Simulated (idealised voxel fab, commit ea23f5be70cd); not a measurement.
This is a process module. Its name is voxel wiring stack.
In the cross-section labelled cut, the width is 155 nm and each square cell is 5 nm.
A cross-section is written here as square cells arranged in a grid, and it is given in bands from the top down, each band taking up one or more rows of cells.
Top, bottom (nm), then materials left to right with widths (nm); lone material tagged "throughout" fills the whole band edge to edge; "air" = empty space.
Heights are reckoned from 0. Under this level, the received wafer is all of one material. The bottommost band is open-ended downward, for example "0..down".
The notation "30 to 40" denotes a width that varies across the rows of cells in the band, beginning at the first number in the top row, finishing at the second number in the bottom row, and changing by an identical amount from each row to the next.
Where the words "no change occurred" appear for a step, the cross-section shows no cell changed by that step; every cell remained as before.
Sealed void inventory: empty space of 8 cells or more with no open way to the top, each as width x height at its distance from the left edge, in nm
Anything after a step's settings on that line? It's the simulator's own note about the step.
You can add "overlay nm" to a step's line. For a step with a mask, it describes how far the mask lay to the right of its planned position, and a negative number describes a lay to the left.
Before/after cross-section pairs, one process step each; after shown to lowest changed band; step and settings beneath. Pairs may be from different runs of this module on the same starting wafer; a pair continues from the one above only where its "Prior to step" entry says so.
PRIOR TO STEP
140..135 = 10 air, 10 lowk, 20 air, 5 lowk, 55 air, 10 lowk, 20 air, 5 lowk, 20 air
135..115 = 20 lowk, 20 air, 25 lowk, 20 air, 25 lowk, 20 air, 25 lowk
115..110 = 10 lowk, 10 SiN, 20 air, 5 SiN, 20 lowk, 20 air, 15 lowk, 10 SiN, 20 air, 5 SiN, 20 lowk
110..105 = 15 SiN, 25 Ru, 25 SiN, 20 air, 20 SiN, 25 Ru, 25 SiN
105..90 = 20 SiO2, 15 Ru, 75 SiO2, 15 Ru, 30 SiO2
90..85 = 20 SiCN, 15 Ru, 75 SiCN, 15 Ru, 30 SiCN
85..60 = 20 SiO2, 5 TiN, 10 W, 5 TiN, 25 SiO2, 5 TiN, 10 W, 5 TiN, 25 SiO2, 5 TiN, 10 W, 5 TiN, 25 SiO2
60..55 = 20 SiN, 20 TiN, 25 SiN, 20 TiN, 25 SiN, 20 TiN, 25 SiN
55..40 = 20 lowk, 5 TiN, 5 W, 5 TiN, 75 lowk, 5 TiN, 5 W, 5 TiN, 30 lowk
40..35 = 20 SiCN, 15 TiN, 75 SiCN, 15 TiN, 30 SiCN
35..20 = 15 lowk, 5 SiN, 20 W, 5 SiN, 15 lowk, 5 SiN, 20 W, 5 SiN, 15 lowk, 5 SiN, 20 W, 5 SiN, 20 lowk
20..15 = 20 SiN, 20 TiN, 25 SiN, 20 TiN, 25 SiN, 20 TiN, 25 SiN
15..0 = SiO2 throughout
0..down = Si throughout
Sealed void inventory: none
POST-STEP APPEARANCE
145..140 = 5 air, 20 TiN, 10 air, 15 TiN, 45 air, 20 TiN, 10 air, 15 TiN, 15 air
140..135 = 10 TiN, 10 lowk, 5 TiN, 10 air, 5 TiN, 5 lowk, 25 TiN, 10 air, 20 TiN, 10 lowk, 5 TiN, 10 air, 5 TiN, 5 lowk, 20 TiN
135..115 = 20 lowk, 5 TiN, 10 air, 5 TiN, 25 lowk, 5 TiN, 10 air, 5 TiN, 25 lowk, 5 TiN, 10 air, 5 TiN, 25 lowk
115..110 = 10 lowk, 10 SiN, 20 TiN, 5 SiN, 20 lowk, 5 TiN, 10 air, 5 TiN, 15 lowk, 10 SiN, 20 TiN, 5 SiN, 20 lowk
110..105 = 15 SiN, 25 Ru, 25 SiN, 20 TiN, 20 SiN, 25 Ru, 25 SiN
Below a height of 105, the structure has not been altered.
Sealed void inventory: none
Q: step between the cross-sections above? A: CONFORMAL_DEP (material TiN; thk nm 5)
Prior to step: the state before this step is the cross-section shown after the step in the pair just above.
POST-STEP APPEARANCE
155..145 = Cu throughout
145..140 = 5 Cu, 20 TiN, 10 Cu, 15 TiN, 45 Cu, 20 TiN, 10 Cu, 15 TiN, 15 Cu
140..135 = 10 TiN, 10 lowk, 5 TiN, 10 Cu, 5 TiN, 5 lowk, 25 TiN, 10 Cu, 20 TiN, 10 lowk, 5 TiN, 10 Cu, 5 TiN, 5 lowk, 20 TiN
135..115 = 20 lowk, 5 TiN, 10 Cu, 5 TiN, 25 lowk, 5 TiN, 10 Cu, 5 TiN, 25 lowk, 5 TiN, 10 Cu, 5 TiN, 25 lowk
115..110 = 10 lowk, 10 SiN, 20 TiN, 5 SiN, 20 lowk, 5 TiN, 10 Cu, 5 TiN, 15 lowk, 10 SiN, 20 TiN, 5 SiN, 20 lowk
Below a height of 110, the structure has not been altered.
Sealed void inventory: none
Q: step between the cross-sections above? A: FILL_DEP (material Cu; thk nm 10)
Prior to step: the state before this step is the cross-section shown after the step in the pair just above.
POST-STEP APPEARANCE
140..135 = 10 TiN, 10 lowk, 5 TiN, 10 Cu, 5 TiN, 5 lowk, 25 TiN, 10 Cu, 20 TiN, 10 lowk, 5 TiN, 10 Cu, 5 TiN, 5 lowk, 20 TiN
Below a height of 135, the structure has not been altered.
Sealed void inventory: none
Q: step between the cross-sections above? A: CMP (height nm 140)
Prior to step: the state before this step is the cross-section shown after the step in the pair just above.
POST-STEP APPEARANCE
145..140 = SiCN throughout
Below a height of 140, the structure has not been altered.
Sealed void inventory: none
Q: step between the cross-sections above? A: CONFORMAL_DEP (material SiCN; thk nm 5)
Prior to step: the state before this step is the cross-section shown after the step in the pair just above.
POST-STEP APPEARANCE
155..145 = lowk throughout
Below a height of 145, the structure has not been altered.
Sealed void inventory: none
Q: step between the cross-sections above? A: DIRECTIONAL_DEP (material lowk; thk nm 10)
Prior to step: the state before this step is the cross-section shown after the step in the pair just above.
POST-STEP APPEARANCE
165..155 = aC throughout
Below a height of 155, the structure has not been altered.
Sealed void inventory: none
Q: step between the cross-sections above? A: DIRECTIONAL_DEP (material aC; thk nm 10)
Prior to step: the state before this step is the cross-section shown after the step in the pair just above.
POST-STEP APPEARANCE
190..165 = 20 resist, 15 air, 30 resist, 15 air, 30 resist, 15 air, 30 resist
Below a height of 165, the structure has not been altered.
Sealed void inventory: none
Q: step between the cross-sections above? A: PATTERN (tone open; mask id PLUG_3; material resist; width nm 15; pitch nm 45; thk nm 25; overlay nm 0)
Prior to step: the state before this step is the cross-section shown after the step in the pair just above.
POST-STEP APPEARANCE
180..165 = 20 resist, 15 air, 30 resist, 15 air, 30 resist, 15 air, 30 resist
165..155 = 20 aC, 15 air, 30 aC, 15 air, 30 aC, 15 air, 30 aC
Below a height of 155, the structure has not been altered.
Sealed void inventory: none
Q: step between the cross-sections above? A: DIRECTIONAL_ETCH (etch materials aC; depth nm 10)
Prior to step: the state before this step is the cross-section shown after the step in the pair just above.
POST-STEP APPEARANCE
165..155 = 20 aC, 15 air, 30 aC, 15 air, 30 aC, 15 air, 30 aC
Below a height of 155, the structure has not been altered.
Sealed void inventory: none
Q: step between the cross-sections above? A: STRIP (etch materials resist)
Prior to step: the state before this step is the cross-section shown after the step in the pair just above.
POST-STEP APPEARANCE
165..155 = 20 aC, 15 air, 30 aC, 15 air, 30 aC, 15 air, 30 aC
155..145 = 20 lowk, 15 air, 30 lowk, 15 air, 30 lowk, 15 air, 30 lowk
Below a height of 145, the structure has not been altered.
Sealed void inventory: none
Q: step between the cross-sections above? A: DIRECTIONAL_ETCH (etch materials lowk; depth nm 10)
Prior to step: the state before this step is the cross-section shown after the step in the pair just above.
POST-STEP APPEARANCE
165..155 = 20 aC, 15 air, 30 aC, 15 air, 30 aC, 15 air, 30 aC
155..145 = 20 lowk, 15 air, 30 lowk, 15 air, 30 lowk, 15 air, 30 lowk
145..140 = 20 SiCN, 15 air, 30 SiCN, 15 air, 30 SiCN, 15 air, 30 SiCN
Below a height of 140, the structure has not been altered.
Sealed void inventory: none
Q: step between the cross-sections above? A: DIRECTIONAL_ETCH (etch materials SiCN; depth nm 5)
Prior to step: the state before this step is the cross-section shown after the step in the pair just above.
POST-STEP APPEARANCE
155..145 = 20 lowk, 15 air, 30 lowk, 15 air, 30 lowk, 15 air, 30 lowk
Below a height of 145, the structure has not been altered.
Sealed void inventory: none
Q: step between the cross-sections above? A: STRIP (etch materials aC)
Prior to step: the state before this step is the cross-section shown after the step in the pair just above.
POST-STEP APPEARANCE
160..155 = 25 TiN, 5 air, 40 TiN, 5 air, 40 TiN, 5 air, 35 TiN
155..145 = 20 lowk, 5 TiN, 5 air, 5 TiN, 30 lowk, 5 TiN, 5 air, 5 TiN, 30 lowk, 5 TiN, 5 air, 5 TiN, 30 lowk
145..140 = 20 SiCN, 15 TiN, 30 SiCN, 15 TiN, 30 SiCN, 15 TiN, 30 SiCN
Below a height of 140, the structure has not been altered.
Sealed void inventory: none
Q: step between the cross-sections above? A: CONFORMAL_DEP (material TiN; thk nm 5)
Prior to step: the state before this step is the cross-section shown after the step in the pair just above.
POST-STEP APPEARANCE
165..160 = W throughout
160..155 = 25 TiN, 5 W, 40 TiN, 5 W, 40 TiN, 5 W, 35 TiN
155..145 = 20 lowk, 5 TiN, 5 W, 5 TiN, 30 lowk, 5 TiN, 5 W, 5 TiN, 30 lowk, 5 TiN, 5 W, 5 TiN, 30 lowk
Below a height of 145, the structure has not been altered.
Sealed void inventory: none
Q: step between the cross-sections above? A: FILL_DEP (material W; thk nm 5)
Prior to step: the state before this step is the cross-section shown after the step in the pair just above.
POST-STEP APPEARANCE
155..145 = 20 lowk, 5 TiN, 5 W, 5 TiN, 30 lowk, 5 TiN, 5 W, 5 TiN, 30 lowk, 5 TiN, 5 W, 5 TiN, 30 lowk
Below a height of 145, the structure has not been altered.
Sealed void inventory: none
Q: step between the cross-sections above? A: CMP (height nm 155)
Prior to step: the state before this step is the cross-section shown after the step in the pair just above.
POST-STEP APPEARANCE
160..155 = TiN throughout
Below a height of 155, the structure has not been altered.
Sealed void inventory: none
Q: step between the cross-sections above? A: DIRECTIONAL_DEP (material TiN; thk nm 5)
Prior to step: the state before this step is the cross-section shown after the step in the pair just above.
POST-STEP APPEARANCE
175..160 = W throughout
Below a height of 160, the structure has not been altered.
Sealed void inventory: none
Q: step between the cross-sections above? A: DIRECTIONAL_DEP (material W; thk nm 15)
Prior to step: the state before this step is the cross-section shown after the step in the pair just above.
POST-STEP APPEARANCE
195..175 = 20 air, 20 resist, 25 air, 20 resist, 25 air, 20 resist, 25 air
Below a height of 175, the structure has not been altered.
Sealed void inventory: none
Q: step between the cross-sections above? A: PATTERN (tone cover; mask id METAL_4; material resist; width nm 20; pitch nm 45; thk nm 20; overlay nm 0)
Prior to step: the state before this step is the cross-section shown after the step in the pair just above.
POST-STEP APPEARANCE
195..175 = 20 air, 20 resist, 25 air, 20 resist, 25 air, 20 resist, 25 air
175..160 = 20 air, 20 W, 25 air, 20 W, 25 air, 20 W, 25 air
Below a height of 160, the structure has not been altered.
Sealed void inventory: none
Q: step between the cross-sections above? A: DIRECTIONAL_ETCH (etch materials W; depth nm 15)
Prior to step: the state before this step is the cross-section shown after the step in the pair just above.
POST-STEP APPEARANCE
195..175 = 20 air, 20 resist, 25 air, 20 resist, 25 air, 20 resist, 25 air
175..160 = 20 air, 20 W, 25 air, 20 W, 25 air, 20 W, 25 air
160..155 = 20 air, 20 TiN, 25 air, 20 TiN, 25 air, 20 TiN, 25 air
Below a height of 155, the structure has not been altered.
Sealed void inventory: none
Q: step between the cross-sections above? A: DIRECTIONAL_ETCH (etch materials TiN; depth nm 5)
Prior to step: the state before this step is the cross-section shown after the step in the pair just above.
POST-STEP APPEARANCE
175..160 = 20 air, 20 W, 25 air, 20 W, 25 air, 20 W, 25 air
Below a height of 160, the structure has not been altered.
Sealed void inventory: none
Q: step between the cross-sections above? A: STRIP (etch materials resist)
Prior to step: the state before this step is the cross-section shown after the step in the pair just above.
POST-STEP APPEARANCE
180..175 = 15 air, 30 SiCN, 15 air, 30 SiCN, 15 air, 30 SiCN, 20 air
175..160 = 15 air, 5 SiCN, 20 W, 5 SiCN, 15 air, 5 SiCN, 20 W, 5 SiCN, 15 air, 5 SiCN, 20 W, 5 SiCN, 20 air
160..155 = 20 SiCN, 20 TiN, 25 SiCN, 20 TiN, 25 SiCN, 20 TiN, 25 SiCN
Below a height of 155, the structure has not been altered.
Sealed void inventory: none
Q: step between the cross-sections above? A: CONFORMAL_DEP (material SiCN; thk nm 5)
Prior to step: the state before this step is the cross-section shown after the step in the pair just above.
POST-STEP APPEARANCE
185..180 = lowk throughout
180..175 = 15 lowk, 30 SiCN, 15 lowk, 30 SiCN, 15 lowk, 30 SiCN, 20 lowk
175..160 = 15 lowk, 5 SiCN, 20 W, 5 SiCN, 15 lowk, 5 SiCN, 20 W, 5 SiCN, 15 lowk, 5 SiCN, 20 W, 5 SiCN, 20 lowk
Below a height of 160, the structure has not been altered.
Sealed void inventory: none
Q: step between the cross-sections above? A: FILL_DEP (material lowk; thk nm 5)
Prior to step: the state before this step is the cross-section shown after the step in the pair just above.
POST-STEP APPEARANCE
175..160 = 15 lowk, 5 SiCN, 20 W, 5 SiCN, 15 lowk, 5 SiCN, 20 W, 5 SiCN, 15 lowk, 5 SiCN, 20 W, 5 SiCN, 20 lowk
Below a height of 160, the structure has not been altered.
Sealed void inventory: none
Q: step between the cross-sections above? A: CMP (height nm 175)
Prior to step: the state before this step is the cross-section shown after the step in the pair just above.
POST-STEP APPEARANCE
180..175 = SiCN throughout
Below a height of 175, the structure has not been altered.
Sealed void inventory: none
Q: step between the cross-sections above? A: CONFORMAL_DEP (material SiCN; thk nm 5)
PRIOR TO STEP
100..85 = aC throughout
85..60 = SiO2 throughout
60..55 = SiN throughout
55..40 = 20 lowk, 5 TiN, 5 W, 5 TiN, 75 lowk, 5 TiN, 5 W, 5 TiN, 30 lowk
40..35 = 20 SiCN, 15 TiN, 75 SiCN, 15 TiN, 30 SiCN
35..20 = 15 lowk, 5 SiN, 20 W, 5 SiN, 15 lowk, 5 SiN, 20 W, 5 SiN, 15 lowk, 5 SiN, 20 W, 5 SiN, 20 lowk
20..15 = 20 SiN, 20 TiN, 25 SiN, 20 TiN, 25 SiN, 20 TiN, 25 SiN
15..0 = SiO2 throughout
0..down = Si throughout
Sealed void inventory: none
POST-STEP APPEARANCE
130..100 = 20 resist, 25 air, 20 resist, 25 air, 20 resist, 25 air, 20 resist
Below a height of 100, the structure has not been altered.
Sealed void inventory: none
Q: step between the cross-sections above? A: PATTERN (tone open; mask id METAL_2; material resist; width nm 25; pitch nm 45; thk nm 30; overlay nm 0)
Prior to step: the state before this step is the cross-section shown after the step in the pair just above.
POST-STEP APPEARANCE
115..100 = 20 resist, 25 air, 20 resist, 25 air, 20 resist, 25 air, 20 resist
100..85 = 20 aC, 25 air, 20 aC, 25 air, 20 aC, 25 air, 20 aC
Below a height of 85, the structure has not been altered.
Sealed void inventory: none
Q: step between the cross-sections above? A: DIRECTIONAL_ETCH (etch materials aC; depth nm 15)
Prior to step: the state before this step is the cross-section shown after the step in the pair just above.
POST-STEP APPEARANCE
100..85 = 20 aC, 25 air, 20 aC, 25 air, 20 aC, 25 air, 20 aC
Below a height of 85, the structure has not been altered.
Sealed void inventory: none
Q: step between the cross-sections above? A: STRIP (etch materials resist)
Prior to step: the state before this step is the cross-section shown after the step in the pair just above.
POST-STEP APPEARANCE
100..85 = 20 aC, 25 air, 20 aC, 25 air, 20 aC, 25 air, 20 aC
85..60 = 20 SiO2, 25 air, 20 SiO2, 25 air, 20 SiO2, 25 air, 20 SiO2
Below a height of 60, the structure has not been altered.
Sealed void inventory: none
Q: step between the cross-sections above? A: DIRECTIONAL_ETCH (etch materials SiO2; depth nm 25)
Prior to step: the state before this step is the cross-section shown after the step in the pair just above.
POST-STEP APPEARANCE
100..85 = 20 aC, 25 air, 20 aC, 25 air, 20 aC, 25 air, 20 aC
85..60 = 20 SiO2, 25 air, 20 SiO2, 25 air, 20 SiO2, 25 air, 20 SiO2
60..55 = 20 SiN, 25 air, 20 SiN, 25 air, 20 SiN, 25 air, 20 SiN
Below a height of 55, the structure has not been altered.
Sealed void inventory: none
Q: step between the cross-sections above? A: DIRECTIONAL_ETCH (etch materials SiN; depth nm 5)
Prior to step: the state before this step is the cross-section shown after the step in the pair just above.
POST-STEP APPEARANCE
85..60 = 20 SiO2, 25 air, 20 SiO2, 25 air, 20 SiO2, 25 air, 20 SiO2
Below a height of 60, the structure has not been altered.
Sealed void inventory: none
Q: step between the cross-sections above? A: STRIP (etch materials aC)
Prior to step: the state before this step is the cross-section shown after the step in the pair just above.
POST-STEP APPEARANCE
90..85 = 25 TiN, 15 air, 30 TiN, 15 air, 30 TiN, 15 air, 25 TiN
85..60 = 20 SiO2, 5 TiN, 15 air, 5 TiN, 20 SiO2, 5 TiN, 15 air, 5 TiN, 20 SiO2, 5 TiN, 15 air, 5 TiN, 20 SiO2
60..55 = 20 SiN, 25 TiN, 20 SiN, 25 TiN, 20 SiN, 25 TiN, 20 SiN
Below a height of 55, the structure has not been altered.
Sealed void inventory: none
Q: step between the cross-sections above? A: CONFORMAL_DEP (material TiN; thk nm 5)
Prior to step: the state before this step is the cross-section shown after the step in the pair just above.
POST-STEP APPEARANCE
100..90 = W throughout
90..85 = 25 TiN, 15 W, 30 TiN, 15 W, 30 TiN, 15 W, 25 TiN
85..60 = 20 SiO2, 5 TiN, 15 W, 5 TiN, 20 SiO2, 5 TiN, 15 W, 5 TiN, 20 SiO2, 5 TiN, 15 W, 5 TiN, 20 SiO2
Below a height of 60, the structure has not been altered.
Sealed void inventory: none
Q: step between the cross-sections above? A: FILL_DEP (material W; thk nm 10)
Prior to step: the state before this step is the cross-section shown after the step in the pair just above.
POST-STEP APPEARANCE
85..60 = 20 SiO2, 5 TiN, 15 W, 5 TiN, 20 SiO2, 5 TiN, 15 W, 5 TiN, 20 SiO2, 5 TiN, 15 W, 5 TiN, 20 SiO2
Below a height of 60, the structure has not been altered.
Sealed void inventory: none
Q: step between the cross-sections above? A: CMP (height nm 85)
Prior to step: the state before this step is the cross-section shown after the step in the pair just above.
POST-STEP APPEARANCE
90..85 = SiCN throughout
Below a height of 85, the structure has not been altered.
Sealed void inventory: none
Q: step between the cross-sections above? A: CONFORMAL_DEP (material SiCN; thk nm 5)
Prior to step: the state before this step is the cross-section shown after the step in the pair just above.
POST-STEP APPEARANCE
110..90 = SiO2 throughout
Below a height of 90, the structure has not been altered.
Sealed void inventory: none
Q: step between the cross-sections above? A: DIRECTIONAL_DEP (material SiO2; thk nm 20)
Prior to step: the state before this step is the cross-section shown after the step in the pair just above.
POST-STEP APPEARANCE
120..110 = aC throughout
Below a height of 110, the structure has not been altered.
Sealed void inventory: none
Q: step between the cross-sections above? A: DIRECTIONAL_DEP (material aC; thk nm 10)
Prior to step: the state before this step is the cross-section shown after the step in the pair just above.
POST-STEP APPEARANCE
150..120 = 20 resist, 15 air, 75 resist, 15 air, 30 resist
Below a height of 120, the structure has not been altered.
Sealed void inventory: none
Q: step between the cross-sections above? A: PATTERN (tone open; mask id PLUG_2; material resist; width nm 15; pitch nm 90; thk nm 30; overlay nm 0)
Prior to step: the state before this step is the cross-section shown after the step in the pair just above.
POST-STEP APPEARANCE
140..120 = 20 resist, 15 air, 75 resist, 15 air, 30 resist
120..110 = 20 aC, 15 air, 75 aC, 15 air, 30 aC
Below a height of 110, the structure has not been altered.
Sealed void inventory: none
Q: step between the cross-sections above? A: DIRECTIONAL_ETCH (etch materials aC; depth nm 10)
Prior to step: the state before this step is the cross-section shown after the step in the pair just above.
POST-STEP APPEARANCE
120..110 = 20 aC, 15 air, 75 aC, 15 air, 30 aC
Below a height of 110, the structure has not been altered.
Sealed void inventory: none
Q: step between the cross-sections above? A: STRIP (etch materials resist)
Prior to step: the state before this step is the cross-section shown after the step in the pair just above.
POST-STEP APPEARANCE
120..110 = 20 aC, 15 air, 75 aC, 15 air, 30 aC
110..90 = 20 SiO2, 15 air, 75 SiO2, 15 air, 30 SiO2
Below a height of 90, the structure has not been altered.
Sealed void inventory: none
Q: step between the cross-sections above? A: DIRECTIONAL_ETCH (etch materials SiO2; depth nm 20)
Prior to step: the state before this step is the cross-section shown after the step in the pair just above.
POST-STEP APPEARANCE
120..110 = 20 aC, 15 air, 75 aC, 15 air, 30 aC
110..90 = 20 SiO2, 15 air, 75 SiO2, 15 air, 30 SiO2
90..85 = 20 SiCN, 15 air, 75 SiCN, 15 air, 30 SiCN
Below a height of 85, the structure has not been altered.
Sealed void inventory: none
Q: step between the cross-sections above? A: DIRECTIONAL_ETCH (etch materials SiCN; depth nm 5)
Prior to step: the state before this step is the cross-section shown after the step in the pair just above.
POST-STEP APPEARANCE
110..90 = 20 SiO2, 15 air, 75 SiO2, 15 air, 30 SiO2
Below a height of 90, the structure has not been altered.
Sealed void inventory: none
Q: step between the cross-sections above? A: STRIP (etch materials aC)
Prior to step: the state before this step is the cross-section shown after the step in the pair just above.
POST-STEP APPEARANCE
110..95 = 20 SiO2, 15 air, 75 SiO2, 15 air, 30 SiO2
95..90 = 20 SiO2, 15 Ru, 75 SiO2, 15 Ru, 30 SiO2
90..85 = 20 SiCN, 15 Ru, 75 SiCN, 15 Ru, 30 SiCN
Below a height of 85, the structure has not been altered.
Sealed void inventory: none
Q: step between the cross-sections above? A: EPI (material Ru; thk nm 10)
Prior to step: the state before this step is the cross-section shown after the step in the pair just above.
POST-STEP APPEARANCE
110..105 = 20 SiO2, 15 air, 75 SiO2, 15 air, 30 SiO2
105..90 = 20 SiO2, 15 Ru, 75 SiO2, 15 Ru, 30 SiO2
Below a height of 90, the structure has not been altered.
Sealed void inventory: none
Q: step between the cross-sections above? A: EPI (material Ru; thk nm 10)
Prior to step: the state before this step is the cross-section shown after the step in the pair just above.
POST-STEP APPEARANCE
110..90 = 20 SiO2, 15 Ru, 75 SiO2, 15 Ru, 30 SiO2
Below a height of 90, the structure has not been altered.
Sealed void inventory: none
Q: step between the cross-sections above? A: EPI (material Ru; thk nm 5)
Prior to step: the state before this step is the cross-section shown after the step in the pair just above.
POST-STEP APPEARANCE
115..110 = SiN throughout
Below a height of 110, the structure has not been altered.
Sealed void inventory: none
Q: step between the cross-sections above? A: CONFORMAL_DEP (material SiN; thk nm 5)
Prior to step: the state before this step is the cross-section shown after the step in the pair just above.
POST-STEP APPEARANCE
140..115 = lowk throughout
Below a height of 115, the structure has not been altered.
Sealed void inventory: none
Q: step between the cross-sections above? A: DIRECTIONAL_DEP (material lowk; thk nm 25)
Prior to step: the state before this step is the cross-section shown after the step in the pair just above.
POST-STEP APPEARANCE
140..115 = 20 lowk, 20 air, 25 lowk, 20 air, 25 lowk, 20 air, 25 lowk
Below a height of 115, the structure has not been altered.
Sealed void inventory: none
Q: step between the cross-sections above? A: MASKED_ETCH (tone open; mask id METAL_3; width nm 20; pitch nm 45; etch materials lowk; depth nm 25; overlay nm 0)
Prior to step: the state before this step is the cross-section shown after the step in the pair just above.
POST-STEP APPEARANCE
140..115 = 20 lowk, 20 air, 25 lowk, 20 air, 25 lowk, 20 air, 25 lowk
115..110 = 20 SiN, 20 air, 25 SiN, 20 air, 25 SiN, 20 air, 25 SiN
Below a height of 110, the structure has not been altered.
Sealed void inventory: none
Q: step between the cross-sections above? A: MASKED_ETCH (tone open; mask id METAL_3; width nm 20; pitch nm 45; etch materials SiN; depth nm 5; overlay nm 0)
Prior to step: the state before this step is the cross-section shown after the step in the pair just above.
POST-STEP APPEARANCE
145..140 = 25 TiN, 10 air, 35 TiN, 10 air, 35 TiN, 10 air, 30 TiN
140..115 = 20 lowk, 5 TiN, 10 air, 5 TiN, 25 lowk, 5 TiN, 10 air, 5 TiN, 25 lowk, 5 TiN, 10 air, 5 TiN, 25 lowk
115..110 = 20 SiN, 20 TiN, 25 SiN, 20 TiN, 25 SiN, 20 TiN, 25 SiN
Below a height of 110, the structure has not been altered.
Sealed void inventory: none
Q: step between the cross-sections above? A: CONFORMAL_DEP (material TiN; thk nm 5)
Prior to step: the state before this step is the cross-section shown after the step in the pair just above.
POST-STEP APPEARANCE
155..145 = Cu throughout
145..140 = 25 TiN, 10 Cu, 35 TiN, 10 Cu, 35 TiN, 10 Cu, 30 TiN
140..115 = 20 lowk, 5 TiN, 10 Cu, 5 TiN, 25 lowk, 5 TiN, 10 Cu, 5 TiN, 25 lowk, 5 TiN, 10 Cu, 5 TiN, 25 lowk
Below a height of 115, the structure has not been altered.
Sealed void inventory: none
Q: step between the cross-sections above? A: FILL_DEP (material Cu; thk nm 10)
Prior to step: the state before this step is the cross-section shown after the step in the pair just above.
POST-STEP APPEARANCE
140..115 = 20 lowk, 5 TiN, 10 Cu, 5 TiN, 25 lowk, 5 TiN, 10 Cu, 5 TiN, 25 lowk, 5 TiN, 10 Cu, 5 TiN, 25 lowk
Below a height of 115, the structure has not been altered.
Sealed void inventory: none
Q: step between the cross-sections above? A: CMP (height nm 140)
Prior to step: the state before this step is the cross-section shown after the step in the pair just above.
POST-STEP APPEARANCE
145..140 = SiCN throughout
Below a height of 140, the structure has not been altered.
Sealed void inventory: none
Q: step between the cross-sections above? A: CONFORMAL_DEP (material SiCN; thk nm 5)
Prior to step: the state before this step is the cross-section shown after the step in the pair just above.
POST-STEP APPEARANCE
155..145 = lowk throughout
Below a height of 145, the structure has not been altered.
Sealed void inventory: none
Q: step between the cross-sections above? A: DIRECTIONAL_DEP (material lowk; thk nm 10)
Prior to step: the state before this step is the cross-section shown after the step in the pair just above.
POST-STEP APPEARANCE
165..155 = aC throughout
Below a height of 155, the structure has not been altered.
Sealed void inventory: none
Q: step between the cross-sections above? A: DIRECTIONAL_DEP (material aC; thk nm 10)
Prior to step: the state before this step is the cross-section shown after the step in the pair just above.
POST-STEP APPEARANCE
190..165 = 20 resist, 15 air, 30 resist, 15 air, 30 resist, 15 air, 30 resist
Below a height of 165, the structure has not been altered.
Sealed void inventory: none
Q: step between the cross-sections above? A: PATTERN (tone open; mask id PLUG_3; material resist; width nm 15; pitch nm 45; thk nm 25; overlay nm 0)
Prior to step: the state before this step is the cross-section shown after the step in the pair just above.
POST-STEP APPEARANCE
180..165 = 20 resist, 15 air, 30 resist, 15 air, 30 resist, 15 air, 30 resist
165..155 = 20 aC, 15 air, 30 aC, 15 air, 30 aC, 15 air, 30 aC
Below a height of 155, the structure has not been altered.
Sealed void inventory: none
Q: step between the cross-sections above? A: DIRECTIONAL_ETCH (etch materials aC; depth nm 10)
Prior to step: the state before this step is the cross-section shown after the step in the pair just above.
POST-STEP APPEARANCE
165..155 = 20 aC, 15 air, 30 aC, 15 air, 30 aC, 15 air, 30 aC
Below a height of 155, the structure has not been altered.
Sealed void inventory: none
Q: step between the cross-sections above? A: STRIP (etch materials resist)
Prior to step: the state before this step is the cross-section shown after the step in the pair just above.
POST-STEP APPEARANCE
165..155 = 20 aC, 15 air, 30 aC, 15 air, 30 aC, 15 air, 30 aC
155..145 = 20 lowk, 15 air, 30 lowk, 15 air, 30 lowk, 15 air, 30 lowk
Below a height of 145, the structure has not been altered.
Sealed void inventory: none
Q: step between the cross-sections above? A: DIRECTIONAL_ETCH (etch materials lowk; depth nm 10)
Prior to step: the state before this step is the cross-section shown after the step in the pair just above.
POST-STEP APPEARANCE
165..155 = 20 aC, 15 air, 30 aC, 15 air, 30 aC, 15 air, 30 aC
155..145 = 20 lowk, 15 air, 30 lowk, 15 air, 30 lowk, 15 air, 30 lowk
145..140 = 20 SiCN, 15 air, 30 SiCN, 15 air, 30 SiCN, 15 air, 30 SiCN
Below a height of 140, the structure has not been altered.
Sealed void inventory: none
Q: step between the cross-sections above? A: DIRECTIONAL_ETCH (etch materials SiCN; depth nm 5)
Prior to step: the state before this step is the cross-section shown after the step in the pair just above.
POST-STEP APPEARANCE
155..145 = 20 lowk, 15 air, 30 lowk, 15 air, 30 lowk, 15 air, 30 lowk
Below a height of 145, the structure has not been altered.
Sealed void inventory: none
Q: step between the cross-sections above? A: STRIP (etch materials aC)
Prior to step: the state before this step is the cross-section shown after the step in the pair just above.
POST-STEP APPEARANCE
160..155 = 25 TiN, 5 air, 40 TiN, 5 air, 40 TiN, 5 air, 35 TiN
155..145 = 20 lowk, 5 TiN, 5 air, 5 TiN, 30 lowk, 5 TiN, 5 air, 5 TiN, 30 lowk, 5 TiN, 5 air, 5 TiN, 30 lowk
145..140 = 20 SiCN, 15 TiN, 30 SiCN, 15 TiN, 30 SiCN, 15 TiN, 30 SiCN
Below a height of 140, the structure has not been altered.
Sealed void inventory: none
Q: step between the cross-sections above? A: CONFORMAL_DEP (material TiN; thk nm 5)
Prior to step: the state before this step is the cross-section shown after the step in the pair just above.
POST-STEP APPEARANCE
165..160 = W throughout
160..155 = 25 TiN, 5 W, 40 TiN, 5 W, 40 TiN, 5 W, 35 TiN
155..145 = 20 lowk, 5 TiN, 5 W, 5 TiN, 30 lowk, 5 TiN, 5 W, 5 TiN, 30 lowk, 5 TiN, 5 W, 5 TiN, 30 lowk
Below a height of 145, the structure has not been altered.
Sealed void inventory: none
Q: step between the cross-sections above? A: FILL_DEP (material W; thk nm 5)
Prior to step: the state before this step is the cross-section shown after the step in the pair just above.
POST-STEP APPEARANCE
155..145 = 20 lowk, 5 TiN, 5 W, 5 TiN, 30 lowk, 5 TiN, 5 W, 5 TiN, 30 lowk, 5 TiN, 5 W, 5 TiN, 30 lowk
Below a height of 145, the structure has not been altered.
Sealed void inventory: none
Q: step between the cross-sections above? A: CMP (height nm 155)
Prior to step: the state before this step is the cross-section shown after the step in the pair just above.
POST-STEP APPEARANCE
160..155 = TiN throughout
Below a height of 155, the structure has not been altered.
Sealed void inventory: none
Q: step between the cross-sections above? A: DIRECTIONAL_DEP (material TiN; thk nm 5)
Prior to step: the state before this step is the cross-section shown after the step in the pair just above.
POST-STEP APPEARANCE
175..160 = W throughout
Below a height of 160, the structure has not been altered.
Sealed void inventory: none
Q: step between the cross-sections above? A: DIRECTIONAL_DEP (material W; thk nm 15)
Prior to step: the state before this step is the cross-section shown after the step in the pair just above.
POST-STEP APPEARANCE
195..175 = 20 air, 20 resist, 25 air, 20 resist, 25 air, 20 resist, 25 air
Below a height of 175, the structure has not been altered.
Sealed void inventory: none
Q: step between the cross-sections above? A: PATTERN (tone cover; mask id METAL_4; material resist; width nm 20; pitch nm 45; thk nm 20; overlay nm 0)
